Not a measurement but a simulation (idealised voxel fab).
A process module follows: voxel gate over fins.
It is cross-section cut that appears here, measuring 210 nm in width, its square cells being 5 nm in size.
Each cross-section below is a grid of square cells, stated as bands in top-down order, with one or more rows of cells making up each band. First you get the band's top height and its bottom height, in nm, and then the materials it's made of, left to right, with each width in nm. If you see a single material with "edge to edge", that one covers the band edge to edge. "air" is empty space. Height is counted from the level 0, under which the received wafer is composed throughout of one material. The lowest of the bands is not closed at the bottom but continues downward, in the notation "0 nm and below". Think of "30->40" as a width that walks from the first number to the second as you go down the band, top row to bottom row, taking equal-sized steps from row to row. Step note "nothing got changed" = no cross-section cell changed. Basically, "Fully sealed voids" tells you about the enclosed voids: empty spaces with no open way to the top, 8 cells or bigger, each written width x height at distance, where distance is from the left edge, all in nm. Read whatever lies past the settings on a step's line as the simulator's own remark about the step. The setting "overlay nm" may be written on the line of a step. When the step uses a mask, the value reports how far to the right of the planned place the mask lay, and a negative value reports that it lay to the left.

Steps planned for the process
1) op RECEIVE | material Si
2) op CONFORMAL_DEP | material SiN | thk nm 10
3) op MASKED_ETCH | tone cover | mask id FINS | width nm 15 | pitch nm 40 | etch materials SiN | depth nm 10 | overlay nm 0
4) op MASKED_ETCH | tone cover | mask id FINS | width nm 15 | pitch nm 40 | etch materials Si | depth nm 35 | overlay nm 0
5) op OXIDIZE | depth nm 5
6) op FILL_DEP | material SiO2 | thk nm 15
7) op CMP | height nm 10
8) op SELECTIVE_ETCH | etch materials SiO2 | depth nm 20
9) op STRIP | etch materials SiN
10) op CONFORMAL_DEP | material HfO2 | thk nm 5
11) op CONFORMAL_DEP | material TiN | thk nm 5
12) op FILL_DEP | material W | thk nm 15
13) op CMP | height nm 20
14) op CONFORMAL_DEP | material SiN | thk nm 5

On the first of the two wafers: run conducted according to plan

Wafer as received: cross-section following step 1
- 0 nm and below  Si edge to edge
- Fully sealed voids: none

Once step 2 is through, the wafer looks like this in cross-section
- 10 nm to 0 nm  SiN edge to edge
- Everything under 0 stays put, no change at all.

Once step 3 is through, the wafer looks like this in cross-section
- 10 nm to 0 nm  air 75 | SiN 15 | air 25 | SiN 15 | air 80
- Everything under 0 stays put, no change at all.

Once step 4 is through, the wafer looks like this in cross-section
- 10 nm to 0 nm  air 75 | SiN 15 | air 25 | SiN 15 | air 80
- 0 nm to -35 nm  air 75 | Si 15 | air 25 | Si 15 | air 80
- Everything under -35 stays put, no change at all.

Once step 5 is through, the wafer looks like this in cross-section
- 10 nm to 0 nm  air 75 | SiN 15 | air 25 | SiN 15 | air 80
- 0 nm to -35 nm  air 75 | SiO2 5 | Si 5 | SiO2 5 | air 25 | SiO2 5 | Si 5 | SiO2 5 | air 80
- -35 nm to -40 nm  SiO2 80 | Si 5 | SiO2 35 | Si 5 | SiO2 85
- Everything under -40 stays put, no change at all.

Once step 6 is through, the wafer looks like this in cross-section
- 25 nm to 10 nm  SiO2 edge to edge
- 10 nm to 0 nm  SiO2 75 | SiN 15 | SiO2 25 | SiN 15 | SiO2 80
- 0 nm to -40 nm  SiO2 80 | Si 5 | SiO2 35 | Si 5 | SiO2 85
- Everything under -40 stays put, no change at all.

Once step 7 is through, the wafer looks like this in cross-section
- 10 nm to 0 nm  SiO2 75 | SiN 15 | SiO2 25 | SiN 15 | SiO2 80
- Everything under 0 stays put, no change at all.

Once step 8 is through, the wafer looks like this in cross-section
- 10 nm to 0 nm  air 75 | SiN 15 | air 25 | SiN 15 | air 80
- 0 nm to -10 nm  air 80 | Si 5 | air 35 | Si 5 | air 85
- Everything under -10 stays put, no change at all.

Once step 9 is through, the wafer looks like this in cross-section
- 0 nm to -10 nm  air 80 | Si 5 | air 35 | Si 5 | air 85
- Everything under -10 stays put, no change at all.

Once step 10 is through, the wafer looks like this in cross-section
- 5 nm to 0 nm  air 75 | HfO2 15 | air 25 | HfO2 15 | air 80
- 0 nm to -5 nm  air 75 | HfO2 5 | Si 5 | HfO2 5 | air 25 | HfO2 5 | Si 5 | HfO2 5 | air 80
- -5 nm to -10 nm  HfO2 80 | Si 5 | HfO2 35 | Si 5 | HfO2 85
- Everything under -10 stays put, no change at all.

Once step 11 is through, the wafer looks like this in cross-section
- 10 nm to 5 nm  air 70 | TiN 25 | air 15 | TiN 25 | air 75
- 5 nm to 0 nm  air 70 | TiN 5 | HfO2 15 | TiN 5 | air 15 | TiN 5 | HfO2 15 | TiN 5 | air 75
- 0 nm to -5 nm  TiN 75 | HfO2 5 | Si 5 | HfO2 5 | TiN 25 | HfO2 5 | Si 5 | HfO2 5 | TiN 80
- Everything under -5 stays put, no change at all.

Once step 12 is through, the wafer looks like this in cross-section
- 25 nm to 10 nm  W edge to edge
- 10 nm to 5 nm  W 70 | TiN 25 | W 15 | TiN 25 | W 75
- 5 nm to 0 nm  W 70 | TiN 5 | HfO2 15 | TiN 5 | W 15 | TiN 5 | HfO2 15 | TiN 5 | W 75
- Everything under 0 stays put, no change at all.

Once step 13 is through, the wafer looks like this in cross-section
- 20 nm to 10 nm  W edge to edge
- Everything under 10 stays put, no change at all.

Once step 14 is through, the wafer looks like this in cross-section
- 25 nm to 20 nm  SiN edge to edge
- Everything under 20 stays put, no change at all.

Second wafer, same starting state and plan as the first, one mistake in the run, identical through step 7

Second wafer profile in section, at the moment step 8 of the plan was meant to be complete
- 10 nm to 0 nm  SiO2 75 | air 15 | SiO2 25 | air 15 | SiO2 80
- Everything under 0 stays put, no change at all.

Second wafer profile in section, at the moment step 9 of the plan was meant to be complete
- 0 nm to -10 nm  air 80 | Si 5 | air 35 | Si 5 | air 85
- -10 nm to -20 nm  SiO2 55 | air 25 | Si 5 | air 35 | Si 5 | air 25 | SiO2 60
- Everything under -20 stays put, no change at all.

Second wafer profile in section, at the moment step 10 of the plan was meant to be complete
- 5 nm to 0 nm  air 75 | HfO2 15 | air 25 | HfO2 15 | air 80
- 0 nm to -5 nm  air 75 | HfO2 5 | Si 5 | HfO2 5 | air 25 | HfO2 5 | Si 5 | HfO2 5 | air 80
- -5 nm to -10 nm  HfO2 60 | air 15 | HfO2 5 | Si 5 | HfO2 5 | air 25 | HfO2 5 | Si 5 | HfO2 5 | air 15 | HfO2 65
- -10 nm to -15 nm  SiO2 55 | HfO2 5 | air 15 | HfO2 5 | Si 5 | HfO2 5 | air 25 | HfO2 5 | Si 5 | HfO2 5 | air 15 | HfO2 5 | SiO2 60
- -15 nm to -20 nm  SiO2 55 | HfO2 25 | Si 5 | HfO2 35 | Si 5 | HfO2 25 | SiO2 60
- Everything under -20 stays put, no change at all.

Second wafer profile in section, at the moment step 11 of the plan was meant to be complete
- 10 nm to 5 nm  air 70 | TiN 25 | air 15 | TiN 25 | air 75
- 5 nm to 0 nm  air 70 | TiN 5 | HfO2 15 | TiN 5 | air 15 | TiN 5 | HfO2 15 | TiN 5 | air 75
- 0 nm to -5 nm  TiN 65 | air 5 | TiN 5 | HfO2 5 | Si 5 | HfO2 5 | TiN 5 | air 15 | TiN 5 | HfO2 5 | Si 5 | HfO2 5 | TiN 5 | air 5 | TiN 70
- -5 nm to -10 nm  HfO2 60 | TiN 5 | air 5 | TiN 5 | HfO2 5 | Si 5 | HfO2 5 | TiN 5 | air 15 | TiN 5 | HfO2 5 | Si 5 | HfO2 5 | TiN 5 | air 5 | TiN 5 | HfO2 65
- -10 nm to -15 nm  SiO2 55 | HfO2 5 | TiN 15 | HfO2 5 | Si 5 | HfO2 5 | TiN 25 | HfO2 5 | Si 5 | HfO2 5 | TiN 15 | HfO2 5 | SiO2 60
- Everything under -15 stays put, no change at all.

Second wafer profile in section, at the moment step 12 of the plan was meant to be complete
- 25 nm to 10 nm  W edge to edge
- 10 nm to 5 nm  W 70 | TiN 25 | W 15 | TiN 25 | W 75
- 5 nm to 0 nm  W 70 | TiN 5 | HfO2 15 | TiN 5 | W 15 | TiN 5 | HfO2 15 | TiN 5 | W 75
- 0 nm to -5 nm  TiN 65 | W 5 | TiN 5 | HfO2 5 | Si 5 | HfO2 5 | TiN 5 | W 15 | TiN 5 | HfO2 5 | Si 5 | HfO2 5 | TiN 5 | W 5 | TiN 70
- -5 nm to -10 nm  HfO2 60 | TiN 5 | W 5 | TiN 5 | HfO2 5 | Si 5 | HfO2 5 | TiN 5 | W 15 | TiN 5 | HfO2 5 | Si 5 | HfO2 5 | TiN 5 | W 5 | TiN 5 | HfO2 65
- Everything under -10 stays put, no change at all.

Second wafer profile in section, at the moment step 13 of the plan was meant to be complete
- 20 nm to 10 nm  W edge to edge
- Everything under 10 stays put, no change at all.

Second wafer profile in section, at the moment step 14 of the plan was meant to be complete
- 25 nm to 20 nm  SiN edge to edge
- Everything under 20 stays put, no change at all.
Plan not followed: the intended sequence of steps 8 and 9 was reversed during processing, with each occupying the position of the other
Heads up, by the end the second wafer has more or fewer cells of some materials compared to the first: HfO2: 12 more | SiO2: 34 fewer | TiN: 12 more | W: 10 more
